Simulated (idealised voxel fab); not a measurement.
process module | voxel wiring stack
cross-section cut | 235 nm wide | cells 5 nm
A cross-section is a grid of square cells, given in bands from the top down. A band is one or more rows of cells.
Each band's line starts with the height of the band's top and of its bottom, in nm. Then come its materials from left to right, each with its width in nm. One material with "throughout" fills the band from edge to edge. "air" is empty space.
Height 0 is the level under which the wafer as received is all one material. The lowest band goes on downwards, as in "0 down".
A width such as "30 to 40" changes by the same amount from each row of cells to the next, from the band's top row to its bottom row.
"no change" after a step means that no cell of the cross-section changed.
closed voids: empty space of 8 cells or more with no open way to the top, each as width x height at its distance from the left edge, in nm
after a step's settings: what the simulator itself notes on the step
overlay nm, on a step with a mask: how far to the right of its planned place the mask lay; to the left if negative
plan
1 op RECEIVE | material Si
2 op CONFORMAL_DEP | material SiO2 | thk nm 10
3 op CONFORMAL_DEP | material SiN | thk nm 5
4 op DIRECTIONAL_DEP | material lowk | thk nm 25
5 op DIRECTIONAL_DEP | material aC | thk nm 15
6 op PATTERN | tone open | mask id METAL_1 | material resist | width nm 25 | pitch nm 45 | thk nm 30 | overlay nm 0
7 op DIRECTIONAL_ETCH | etch materials aC | depth nm 15
8 op STRIP | etch materials resist
9 op DIRECTIONAL_ETCH | etch materials lowk | depth nm 25
10 op DIRECTIONAL_ETCH | etch materials SiN | depth nm 5
11 op STRIP | etch materials aC
12 op CONFORMAL_DEP | material TiN | thk nm 5
13 op FILL_DEP | material Ru | thk nm 10
14 op CMP | height nm 40
15 op CONFORMAL_DEP | material SiCN | thk nm 5
16 op DIRECTIONAL_DEP | material lowk | thk nm 30
17 op PATTERN | tone open | mask id METAL_2_HOLES | material resist | width nm 15 | pitch nm 90 | thk nm 20 | overlay nm 0
18 op DIRECTIONAL_ETCH | etch materials lowk | depth nm 30
19 op STRIP | etch materials resist
20 op PATTERN | tone open | mask id METAL_2 | material resist | width nm 25 | pitch nm 45 | thk nm 15 | overlay nm 0
21 op DIRECTIONAL_ETCH | etch materials lowk | depth nm 15
22 op DIRECTIONAL_ETCH | etch materials SiCN | depth nm 5
23 op STRIP | etch materials resist
24 op CONFORMAL_DEP | material TiN | thk nm 5
25 op FILL_DEP | material Cu | thk nm 10
26 op CMP | height nm 75
27 op CONFORMAL_DEP | material SiCN | thk nm 5
28 op DIRECTIONAL_DEP | material SiO2 | thk nm 30
29 op MASKED_ETCH | tone open | mask id METAL_3 | width nm 25 | pitch nm 45 | etch materials SiO2 | depth nm 15 | overlay nm 0
30 op PATTERN | tone open | mask id METAL_3_HOLES | material resist | width nm 15 | pitch nm 90 | thk nm 20 | overlay nm 0
31 op DIRECTIONAL_ETCH | etch materials SiO2 | depth nm 15
32 op DIRECTIONAL_ETCH | etch materials SiCN | depth nm 5
33 op STRIP | etch materials resist
34 op CONFORMAL_DEP | material TiN | thk nm 5
35 op FILL_DEP | material Ru | thk nm 5
36 op CMP | height nm 110
37 op CONFORMAL_DEP | material SiN | thk nm 5
as received, after step 1
  0 down: Si throughout
  closed voids: none
first wafer at the end, as planned
  115 to 110: SiN throughout
  110 to 100: SiO2 60 | TiN 5 | Ru 15 | TiN 5 | SiO2 20 | TiN 5 | Ru 15 | TiN 5 | SiO2 20 | TiN 5 | Ru 15 | TiN 5 | SiO2 60
  100 to 95: SiO2 60 | TiN 5 | Ru 5 | TiN 15 | SiO2 20 | TiN 25 | SiO2 20 | TiN 5 | Ru 5 | TiN 15 | SiO2 60
  95 to 80: SiO2 60 | TiN 5 | Ru 5 | TiN 5 | SiO2 75 | TiN 5 | Ru 5 | TiN 5 | SiO2 70
  80 to 75: SiCN 60 | TiN 15 | SiCN 75 | TiN 15 | SiCN 70
  75 to 65: lowk 60 | TiN 5 | Cu 15 | TiN 5 | lowk 20 | TiN 5 | Cu 15 | TiN 5 | lowk 20 | TiN 5 | Cu 15 | TiN 5 | lowk 60
  65 to 60: lowk 60 | TiN 5 | Cu 5 | TiN 15 | lowk 20 | TiN 25 | lowk 20 | TiN 5 | Cu 5 | TiN 15 | lowk 60
  60 to 45: lowk 60 | TiN 5 | Cu 5 | TiN 5 | lowk 75 | TiN 5 | Cu 5 | TiN 5 | lowk 70
  45 to 40: SiCN 60 | TiN 15 | SiCN 75 | TiN 15 | SiCN 70
  40 to 15: lowk 60 | TiN 5 | Ru 15 | TiN 5 | lowk 20 | TiN 5 | Ru 15 | TiN 5 | lowk 20 | TiN 5 | Ru 15 | TiN 5 | lowk 60
  15 to 10: SiN 60 | TiN 25 | SiN 20 | TiN 25 | SiN 20 | TiN 25 | SiN 60
  10 to 0: SiO2 throughout
  0 down: Si throughout
  closed voids: none
second wafer at the end: like start, like plan, one mistake
  115 to 110: SiN throughout
  110 to 100: SiO2 60 | TiN 5 | Ru 15 | TiN 5 | SiO2 20 | TiN 5 | Ru 15 | TiN 5 | SiO2 20 | TiN 5 | Ru 15 | TiN 5 | SiO2 60
  100 to 95: SiO2 60 | TiN 5 | Ru 5 | TiN 15 | SiO2 20 | TiN 25 | SiO2 20 | TiN 5 | Ru 5 | TiN 15 | SiO2 60
  95 to 80: SiO2 60 | TiN 5 | Ru 5 | TiN 5 | SiO2 75 | TiN 5 | Ru 5 | TiN 5 | SiO2 70
  80 to 75: SiCN 60 | TiN 15 | SiCN 75 | TiN 15 | SiCN 70
  75 to 65: lowk 60 | TiN 5 | Cu 15 | TiN 5 | lowk 20 | TiN 5 | Cu 15 | TiN 5 | lowk 20 | TiN 5 | Cu 15 | TiN 5 | lowk 60
  65 to 60: lowk 60 | TiN 5 | Cu 5 | TiN 15 | lowk 20 | TiN 25 | lowk 20 | TiN 5 | Cu 5 | TiN 15 | lowk 60
  60 to 45: lowk 60 | TiN 5 | Cu 5 | TiN 5 | lowk 75 | TiN 5 | Cu 5 | TiN 5 | lowk 70
  45 to 40: SiCN 60 | TiN 15 | SiCN 75 | TiN 15 | SiCN 70
  40 to 35: Ru throughout
  35 to 30: TiN 65 | Ru 15 | TiN 30 | Ru 15 | TiN 30 | Ru 15 | TiN 65
  30 to 15: lowk 60 | TiN 5 | Ru 15 | TiN 5 | lowk 20 | TiN 5 | Ru 15 | TiN 5 | lowk 20 | TiN 5 | Ru 15 | TiN 5 | lowk 60
  15 to 10: SiN 60 | TiN 25 | SiN 20 | TiN 25 | SiN 20 | TiN 25 | SiN 60
  10 to 0: SiO2 throughout
  0 down: Si throughout
  closed voids: none
what went wrong: step 4 ran as: op DIRECTIONAL_DEP | material lowk | thk nm 15
at the end the second wafer has, in cells: 38 more of Ru | 26 more of TiN | 64 fewer of lowk
